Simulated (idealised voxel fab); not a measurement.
The document below concerns the process module designated voxel transistor to metal.
The width of the displayed cross-section, cut, is 145 nm; its cells are square, with a size of 5 nm.
Cross-section = grid of square cells, listed top down in bands; band = one or more rows. Quick guide to a band line: top height, bottom height (nm) up front; then every material left to right with its width in nm. Only one material and it's marked "full width"? Then it fills the band edge to edge. And "air" just means empty space. Heads up on the height convention: 0 is the point under which the incoming wafer is all one material, and the lowest band has no bottom, it just keeps going down, like "from 0 down". So if you see something like "30->40" for the width, read it as the top row of the band sitting at the first number and the bottom row at the second, with every row in between moving by the same amount as the last. Step note "everything unchanged" = no cross-section cell changed. Entry "Trapped void list". Content: empty spaces with no open connection to the top, size 8 cells or greater. Each: width x height at distance. Distance: from left edge. Unit: nm. after a step's settings: what the simulator itself notes on the step. "overlay nm" denotes, for a step that has a mask, the displacement of the mask to the right of its planned place, with negative values corresponding to the left.
**Process steps foreseen in the plan**
- 1: RECEIVE, material Si
- 2: CONFORMAL_DEP, material SiO2, thk nm 5
- 3: CONFORMAL_DEP, material SiN, thk nm 10
- 4: DIRECTIONAL_DEP, material aC, thk nm 10
- 5: PATTERN, tone cover, mask id ACTIVE, material resist, width nm 105, thk nm 25, overlay nm 0
- 6: DIRECTIONAL_ETCH, etch materials aC, depth nm 10
- 7: STRIP, etch materials resist
- 8: DIRECTIONAL_ETCH, etch materials SiN, depth nm 10
- 9: DIRECTIONAL_ETCH, etch materials SiO2, depth nm 5
- 10: DIRECTIONAL_ETCH, etch materials Si, depth nm 25
- 11: STRIP, etch materials aC
- 12: FILL_DEP, material SiO2, thk nm 15
- 13: CMP, height nm 15
- 14: SELECTIVE_ETCH, etch materials SiO2, depth nm 5
- 15: STRIP, etch materials SiN
- 16: SELECTIVE_ETCH, etch materials SiO2, depth nm 5
- 17: OXIDIZE, depth nm 5
- 18: DIRECTIONAL_DEP, material polySi, thk nm 30
- 19: DIRECTIONAL_DEP, material SiCN, thk nm 10
- 20: MASKED_ETCH, tone cover, mask id GATE, width nm 25, etch materials SiCN, depth nm 20, overlay nm 0
- 21: MASKED_ETCH, tone cover, mask id GATE, width nm 25, etch materials polySi, depth nm 40, overlay nm 0
- 22: CONFORMAL_DEP, material SiO2, thk nm 5
- 23: DIRECTIONAL_ETCH, etch materials SiO2, depth nm 5
- 24: CONFORMAL_DEP, material SiN, thk nm 10
- 25: DIRECTIONAL_ETCH, etch materials SiN, depth nm 10
- 26: DIRECTIONAL_ETCH, etch materials SiO2, depth nm 5
- 27: DIRECTIONAL_ETCH, etch materials Si, depth nm 5
- 28: EPI, material nSi, thk nm 10
- 29: FILL_DEP, material SiO2, thk nm 10
- 30: CMP, height nm 40
- 31: DIRECTIONAL_DEP, material SiO2, thk nm 15
- 32: MASKED_ETCH, tone open, mask id CONTACT, width nm 15, pitch nm 80, etch materials SiO2, depth nm 50, overlay nm 0
- 33: CONFORMAL_DEP, material TiN, thk nm 5
- 34: FILL_DEP, material Ru, thk nm 10
- 35: CMP, height nm 55
- 36: CONFORMAL_DEP, material SiCN, thk nm 5
- 37: DIRECTIONAL_DEP, material lowk, thk nm 25
- 38: DIRECTIONAL_DEP, material aC, thk nm 15
- 39: PATTERN, tone open, mask id METAL_1, material resist, width nm 15, pitch nm 80, thk nm 30, overlay nm 0
- 40: DIRECTIONAL_ETCH, etch materials aC, depth nm 15
- 41: STRIP, etch materials resist
- 42: DIRECTIONAL_ETCH, etch materials lowk, depth nm 25
- 43: DIRECTIONAL_ETCH, etch materials SiCN, depth nm 5
- 44: STRIP, etch materials aC
- 45: CONFORMAL_DEP, material TiN, thk nm 5
- 46: FILL_DEP, material Cu, thk nm 10
- 47: CMP, height nm 85
- 48: CONFORMAL_DEP, material SiCN, thk nm 5
- 49: DIRECTIONAL_DEP, material SiO2, thk nm 25
- 50: DIRECTIONAL_DEP, material aC, thk nm 10
- 51: PATTERN, tone open, mask id METAL_2, material resist, width nm 15, pitch nm 80, thk nm 30, overlay nm 0
- 52: DIRECTIONAL_ETCH, etch materials aC, depth nm 10
- 53: STRIP, etch materials resist
- 54: DIRECTIONAL_ETCH, etch materials SiO2, depth nm 15
- 55: STRIP, etch materials aC
- 56: DIRECTIONAL_DEP, material aC, thk nm 15
- 57: PATTERN, tone open, mask id METAL_2_HOLES, material resist, width nm 15, pitch nm 80, thk nm 30, overlay nm 0
- 58: DIRECTIONAL_ETCH, etch materials aC, depth nm 15
- 59: STRIP, etch materials resist
- 60: DIRECTIONAL_ETCH, etch materials SiO2, depth nm 10
- 61: DIRECTIONAL_ETCH, etch materials SiCN, depth nm 5
- 62: STRIP, etch materials aC
- 63: CONFORMAL_DEP, material TiN, thk nm 5
- 64: FILL_DEP, material Cu, thk nm 10
- 65: CMP, height nm 115
- 66: CONFORMAL_DEP, material SiCN, thk nm 5
**Cross-section: wafer on arrival = after step 1**
* from 0 down = Si full width
* Trapped void list: none
**First of two wafers at the end of the module, shown in cross-section; run carried out as planned**
* from 120 to 115 = SiCN full width
* from 115 to 90 = SiO2 25, TiN 5, Cu 5, TiN 5, SiO2 65, TiN 5, Cu 5, TiN 5, SiO2 25
* from 90 to 85 = SiCN 25, TiN 15, SiCN 65, TiN 15, SiCN 25
* from 85 to 60 = lowk 25, TiN 5, Cu 5, TiN 5, lowk 65, TiN 5, Cu 5, TiN 5, lowk 25
* from 60 to 55 = SiCN 25, TiN 15, SiCN 65, TiN 15, SiCN 25
* from 55 to 40 = SiO2 25, TiN 5, Ru 5, TiN 5, SiO2 65, TiN 5, Ru 5, TiN 5, SiO2 25
* from 40 to 30 = SiO2 25, TiN 5, Ru 5, TiN 5, SiO2 5, SiN 10, SiO2 5, SiCN 25, SiO2 5, SiN 10, SiO2 5, TiN 5, Ru 5, TiN 5, SiO2 25
* from 30 to 10 = SiO2 25, TiN 5, Ru 5, TiN 5, SiO2 5, SiN 10, SiO2 5, polySi 25, SiO2 5, SiN 10, SiO2 5, TiN 5, Ru 5, TiN 5, SiO2 25
* from 10 to 5 = SiO2 25, TiN 15, SiO2 5, SiN 10, SiO2 5, polySi 25, SiO2 5, SiN 10, SiO2 5, TiN 15, SiO2 25
* from 5 to 0 = SiO2 20, SiN 10, nSi 15, SiN 10, SiO2 5, polySi 25, SiO2 5, SiN 10, nSi 15, SiN 10, SiO2 20
* from 0 to -5 = SiO2 30, nSi 15, SiO2 55, nSi 15, SiO2 30
* from -5 to -10 = SiO2 20, Si 10, nSi 15, Si 55, nSi 15, Si 10, SiO2 20
* from -10 to -25 = SiO2 20, Si 105, SiO2 20
* from -25 down = Si full width
* Trapped void list: none
**Cross-section, second wafer: same start as the first, same plan as the first, one mistake in running it; taken at the end of the module**
* from 120 to 115 = SiCN full width
* from 115 to 90 = SiO2 25, TiN 5, Cu 5, TiN 5, SiO2 65, TiN 5, Cu 5, TiN 5, SiO2 25
* from 90 to 85 = SiCN 25, TiN 15, SiCN 65, TiN 15, SiCN 25
* from 85 to 60 = lowk 25, TiN 5, Cu 5, TiN 5, lowk 65, TiN 5, Cu 5, TiN 5, lowk 25
* from 60 to 55 = SiCN 25, TiN 15, SiCN 65, TiN 15, SiCN 25
* from 55 to 50 = TiN 30, Ru 5, TiN 75, Ru 5, TiN 30
* from 50 to 35 = SiO2 25, TiN 5, Ru 5, TiN 5, SiO2 65, TiN 5, Ru 5, TiN 5, SiO2 25
* from 35 to 30 = SiO2 25, TiN 5, Ru 5, TiN 5, SiO2 5, SiN 10, SiO2 5, SiCN 25, SiO2 5, SiN 10, SiO2 5, TiN 5, Ru 5, TiN 5, SiO2 25
* from 30 to 10 = SiO2 25, TiN 5, Ru 5, TiN 5, SiO2 5, SiN 10, SiO2 5, polySi 25, SiO2 5, SiN 10, SiO2 5, TiN 5, Ru 5, TiN 5, SiO2 25
* from 10 to 5 = SiO2 25, TiN 15, SiO2 5, SiN 10, SiO2 5, polySi 25, SiO2 5, SiN 10, SiO2 5, TiN 15, SiO2 25
* from 5 to 0 = SiO2 20, SiN 10, nSi 15, SiN 10, SiO2 5, polySi 25, SiO2 5, SiN 10, nSi 15, SiN 10, SiO2 20
* from 0 to -5 = SiO2 30, nSi 15, SiO2 55, nSi 15, SiO2 30
* from -5 to -10 = SiO2 20, Si 10, nSi 15, Si 55, nSi 15, Si 10, SiO2 20
* from -10 to -25 = SiO2 20, Si 105, SiO2 20
* from -25 down = Si full width
* Trapped void list: none
Diagnosis: so step 30 ended up running with a different setting than we planned, it ran as CMP, height nm 35
Cell-count delta at end, second wafer over first, by material: SiCN: 5 fewer, SiN: 4 fewer, SiO2: 14 fewer, TiN: 23 more
